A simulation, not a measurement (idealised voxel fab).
voxel capacitor over wiring: a process module
Section shown: cut. Width: 255 nm. Cell size: 5 nm, square.
Format of a cross-section: grid, square cells. Given as bands. Order: top down. Band: one or more rows of cells. First you get the band's top height and its bottom height, in nm, and then the materials it's made of, left to right, with each width in nm. If you see a single material with "everywhere", that one covers the band edge to edge. "empty" is empty space. Heights are expressed relative to 0, this being the level below which the as-received wafer comprises one material exclusively. The lowest band is unbounded in the downward direction and is denoted as in "0 and below". Width spec "30->40" -> top row of cells at first value, bottom row at second value, equal per-row change in between. Where a step carries "no change", the cross-section came out of it unchanged, cell for cell. Reported under the label "Tabulated closed voids" are the empty spaces having no open way to the top and comprising 8 cells or more; the notation for each is width x height at distance, in which the distance is measured from the left edge and all three values are in nm. The remark found on a step's line after its settings is issued by the simulator itself and pertains to that step. Each step line may optionally specify "overlay nm", which for a step with a mask gives the rightward distance between the mask's planned place and where it lay, a negative value indicating the leftward direction.

THESE ARE THE STEPS WE PLANNED FOR THE PROCESS
- 1: RECEIVE, material Si
- 2: CONFORMAL_DEP, material SiO2, thk nm 10
- 3: CONFORMAL_DEP, material SiN, thk nm 5
- 4: DIRECTIONAL_DEP, material SiO2, thk nm 20
- 5: PATTERN, tone open, mask id METAL_1, material resist, width nm 30, pitch nm 80, thk nm 15, overlay nm 0
- 6: DIRECTIONAL_ETCH, etch materials SiO2, depth nm 20
- 7: DIRECTIONAL_ETCH, etch materials SiN, depth nm 5
- 8: STRIP, etch materials resist
- 9: CONFORMAL_DEP, material TiN, thk nm 5
- 10: FILL_DEP, material Ru, thk nm 5
- 11: CMP, height nm 35
- 12: EPI, material Ru, thk nm 5
- 13: FILL_DEP, material SiCN, thk nm 5
- 14: DIRECTIONAL_DEP, material lowk, thk nm 10
- 15: PATTERN, tone open, mask id PLUG_1, material resist, width nm 15, thk nm 15, overlay nm 0
- 16: DIRECTIONAL_ETCH, etch materials lowk, depth nm 10
- 17: DIRECTIONAL_ETCH, etch materials SiCN, depth nm 5
- 18: STRIP, etch materials resist
- 19: EPI, material Ru, thk nm 10
- 20: EPI, material Ru, thk nm 5
- 21: DIRECTIONAL_DEP, material TiN, thk nm 5
- 22: DIRECTIONAL_DEP, material SiN, thk nm 5
- 23: DIRECTIONAL_DEP, material TiN, thk nm 10
- 24: DIRECTIONAL_DEP, material aC, thk nm 10
- 25: PATTERN, tone cover, mask id UPPER_PLATE, material resist, width nm 55, thk nm 25, overlay nm 0
- 26: DIRECTIONAL_ETCH, etch materials aC, depth nm 10
- 27: STRIP, etch materials resist
- 28: DIRECTIONAL_ETCH, etch materials TiN, depth nm 10
- 29: DIRECTIONAL_ETCH, etch materials SiN, depth nm 5
- 30: STRIP, etch materials aC
- 31: PATTERN, tone cover, mask id LOWER_PLATE, material resist, width nm 65, thk nm 20, overlay nm 0
- 32: DIRECTIONAL_ETCH, etch materials TiN, depth nm 5
- 33: STRIP, etch materials resist
- 34: FILL_DEP, material SiO2, thk nm 15
- 35: CMP, height nm 85
- 36: DIRECTIONAL_DEP, material aC, thk nm 10
- 37: PATTERN, tone open, mask id PLUG_2, material resist, width nm 15, thk nm 30, overlay nm 0
- 38: DIRECTIONAL_ETCH, etch materials aC, depth nm 10
- 39: STRIP, etch materials resist
- 40: DIRECTIONAL_ETCH, etch materials SiO2, depth nm 10
- 41: STRIP, etch materials aC
- 42: CONFORMAL_DEP, material TiN, thk nm 5
- 43: FILL_DEP, material Ru, thk nm 5
- 44: CMP, height nm 85
- 45: CONFORMAL_DEP, material SiN, thk nm 5

AS-RECEIVED WAFER CROSS-SECTION (AFTER STEP 1)
0 and below | Si everywhere
Tabulated closed voids: none

WHAT THE WAFER LOOKS LIKE IN CROSS-SECTION AFTER THIS MODULE, WHEN IT STARTS AS SHOWN ABOVE AND FOLLOWS THE PLAN ABOVE BUT ONE MISTAKE IS MADE IN RUNNING IT
90 down to 85 | SiN everywhere
85 down to 80 | SiO2 95, then TiN 5, then Ru 5, then TiN 5, then SiO2 145
80 down to 75 | SiO2 95, then TiN 15, then SiO2 145
75 down to 65 | SiO2 85, then TiN 35, then SiO2 10, then TiN 10, then SiO2 115
65 down to 60 | SiO2 85, then SiN 35, then SiO2 10, then SiN 10, then SiO2 115
60 down to 55 | SiO2 80, then TiN 65, then SiO2 110
55 down to 50 | SiO2 50, then Ru 35, then lowk 15, then Ru 20, then TiN 10, then Ru 70, then SiO2 55
50 down to 45 | SiO2 50, then Ru 35, then lowk 15, then Ru 20, then SiN 10, then Ru 70, then SiO2 55
45 down to 40 | SiO2 50, then Ru 35, then SiCN 15, then Ru 20, then TiN 10, then Ru 70, then SiO2 55
40 down to 35 | SiCN 65, then Ru 40, then SiCN 40, then Ru 40, then SiCN 70
35 down to 15 | SiO2 70, then TiN 5, then Ru 20, then TiN 5, then SiO2 50, then TiN 5, then Ru 20, then TiN 5, then SiO2 75
15 down to 10 | SiN 70, then TiN 30, then SiN 50, then TiN 30, then SiN 75
10 down to 0 | SiO2 everywhere
0 and below | Si everywhere
Tabulated closed voids: none
What was the processing mistake? step 15 was processed under conditions differing from the plan, specifically as PATTERN, tone cover, mask id PLUG_1, material resist, width nm 15, thk nm 15, overlay nm 0
